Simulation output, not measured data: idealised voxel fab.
A process module follows: voxel wiring stack.
Cross-section cut: width 155 nm, square cells of 5 nm.
In this document a cross-section is written as a grid of square cells. It is given as a series of bands, listed from the top down, and a band is one or more rows of cells.
A band entry consists of two parts. The first gives the height of the band's top and the height of its bottom, in nm. The rest lists the band's materials from left to right, each with its width in nm. A single material labelled with the word "all across" fills the band from edge to edge, and the word "empty" marks empty space.
Height is counted from the level 0, under which the received wafer is composed throughout of one material. The lowest of the bands is not closed at the bottom but continues downward, in the notation "z 0 and below".
With a width like "30 to 40", each row of cells in the band differs from the next by the same amount, the top row carrying the first number and the bottom row the second.
It should be understood that the words "no alteration", when stated for a given step, signify that the cross-section underwent no change in any of its cells during that step.
If an empty space has no open way to the top and is at least 8 cells in size, "Encapsulated voids" lists it, written width x height at distance, where distance is measured from the left edge and every value is in nm.
The remark found on a step's line after its settings is issued by the simulator itself and pertains to that step.
Each step line may optionally specify "overlay nm", which for a step with a mask gives the rightward distance between the mask's planned place and where it lay, a negative value indicating the leftward direction.

Intended process steps:
1. op RECEIVE | material Si
2. op CONFORMAL_DEP | material SiO2 | thk nm 15
3. op DIRECTIONAL_DEP | material TiN | thk nm 5
4. op DIRECTIONAL_DEP | material W | thk nm 20
5. op PATTERN | tone cover | mask id METAL_1 | material resist | width nm 20 | pitch nm 50 | thk nm 20 | overlay nm 0
6. op DIRECTIONAL_ETCH | etch materials W | depth nm 20
7. op DIRECTIONAL_ETCH | etch materials TiN | depth nm 5
8. op STRIP | etch materials resist
9. op CONFORMAL_DEP | material SiCN | thk nm 5
10. op FILL_DEP | material lowk | thk nm 10
11. op CMP | height nm 40
12. op CONFORMAL_DEP | material SiCN | thk nm 5
13. op DIRECTIONAL_DEP | material SiO2 | thk nm 35
14. op DIRECTIONAL_DEP | material aC | thk nm 10
15. op PATTERN | tone open | mask id METAL_2 | material resist | width nm 20 | pitch nm 50 | thk nm 25 | overlay nm 0
16. op DIRECTIONAL_ETCH | etch materials aC | depth nm 10
17. op STRIP | etch materials resist
18. op DIRECTIONAL_ETCH | etch materials SiO2 | depth nm 20
19. op STRIP | etch materials aC
20. op PATTERN | tone open | mask id METAL_2_HOLES | material resist | width nm 15 | thk nm 20 | overlay nm -15
21. op DIRECTIONAL_ETCH | etch materials SiO2 | depth nm 15
22. op DIRECTIONAL_ETCH | etch materials SiCN | depth nm 5
23. op STRIP | etch materials resist
24. op CONFORMAL_DEP | material TiN | thk nm 5
25. op FILL_DEP | material Cu | thk nm 10
26. op CMP | height nm 80
27. op CONFORMAL_DEP | material SiN | thk nm 5
All wafers enter the flow in the same state. The overlay nm at step 20 differs from wafer to wafer, and the plan gives the value for the first wafer.

Cross-section of the first incoming wafer of several, state after step 1:
> z 0 and below | Si all across
> Encapsulated voids: none

First of several wafers, sectioned at end of module (last step: step 27):
> z 85 to 80 | SiN all across
> z 80 to 70 | SiO2 (25), then TiN (5), then Cu (25), then TiN (5), then SiO2 (30), then TiN (5), then Cu (10), then TiN (5), then SiO2 (45)
> z 70 to 65 | SiO2 (25), then TiN (20), then Cu (10), then TiN (5), then SiO2 (30), then TiN (5), then Cu (10), then TiN (5), then SiO2 (45)
> z 65 to 60 | SiO2 (40), then TiN (20), then SiO2 (30), then TiN (20), then SiO2 (45)
> z 60 to 45 | SiO2 all across
> z 45 to 40 | SiCN all across
> z 40 to 20 | lowk (35), then SiCN (5), then W (20), then SiCN (5), then lowk (20), then SiCN (5), then W (20), then SiCN (5), then lowk (40)
> z 20 to 15 | SiCN (40), then TiN (20), then SiCN (30), then TiN (20), then SiCN (45)
> z 15 to 0 | SiO2 all across
> z 0 and below | Si all across
> Encapsulated voids: none

Cross-sectional view of the final wafer of several at the module's end:
> z 85 to 80 | SiN all across
> z 80 to 70 | SiO2 (40), then TiN (5), then Cu (20), then TiN (5), then SiO2 (20), then TiN (5), then Cu (10), then TiN (5), then SiO2 (45)
> z 70 to 65 | SiO2 (40), then TiN (5), then Cu (10), then TiN (15), then SiO2 (20), then TiN (5), then Cu (10), then TiN (5), then SiO2 (45)
> z 65 to 60 | SiO2 (40), then TiN (20), then SiO2 (30), then TiN (20), then SiO2 (45)
> z 60 to 45 | SiO2 (55), then TiN (5), then SiO2 (95)
> z 45 to 40 | SiCN (55), then TiN (5), then SiCN (95)
> z 40 to 20 | lowk (35), then SiCN (5), then W (20), then SiCN (5), then lowk (20), then SiCN (5), then W (20), then SiCN (5), then lowk (40)
> z 20 to 15 | SiCN (40), then TiN (20), then SiCN (30), then TiN (20), then SiCN (45)
> z 15 to 0 | SiO2 all across
> z 0 and below | Si all across
> Encapsulated voids: none

Each wafer at the end: cells of each material gained (+) or lost (-) since it was received, then its closed voids:
overlay nm -15; +18 Cu; +70 SiCN; +31 SiN; +269 SiO2; +31 TiN; +32 W; +76 lowk; Encapsulated voids: none
overlay nm -10; +16 Cu; +69 SiCN; +31 SiN; +269 SiO2; +34 TiN; +32 W; +76 lowk; Encapsulated voids: none
overlay nm -5; +14 Cu; +68 SiCN; +31 SiN; +269 SiO2; +37 TiN; +32 W; +76 lowk; Encapsulated voids: none
overlay nm 0; +16 Cu; +67 SiCN; +31 SiN; +269 SiO2; +36 TiN; +32 W; +76 lowk; Encapsulated voids: none
overlay nm 5; +16 Cu; +67 SiCN; +31 SiN; +269 SiO2; +36 TiN; +32 W; +76 lowk; Encapsulated voids: none
overlay nm 10; +14 Cu; +68 SiCN; +31 SiN; +269 SiO2; +37 TiN; +32 W; +76 lowk; Encapsulated voids: none
overlay nm 15; +16 Cu; +69 SiCN; +31 SiN; +269 SiO2; +34 TiN; +32 W; +76 lowk; Encapsulated voids: none
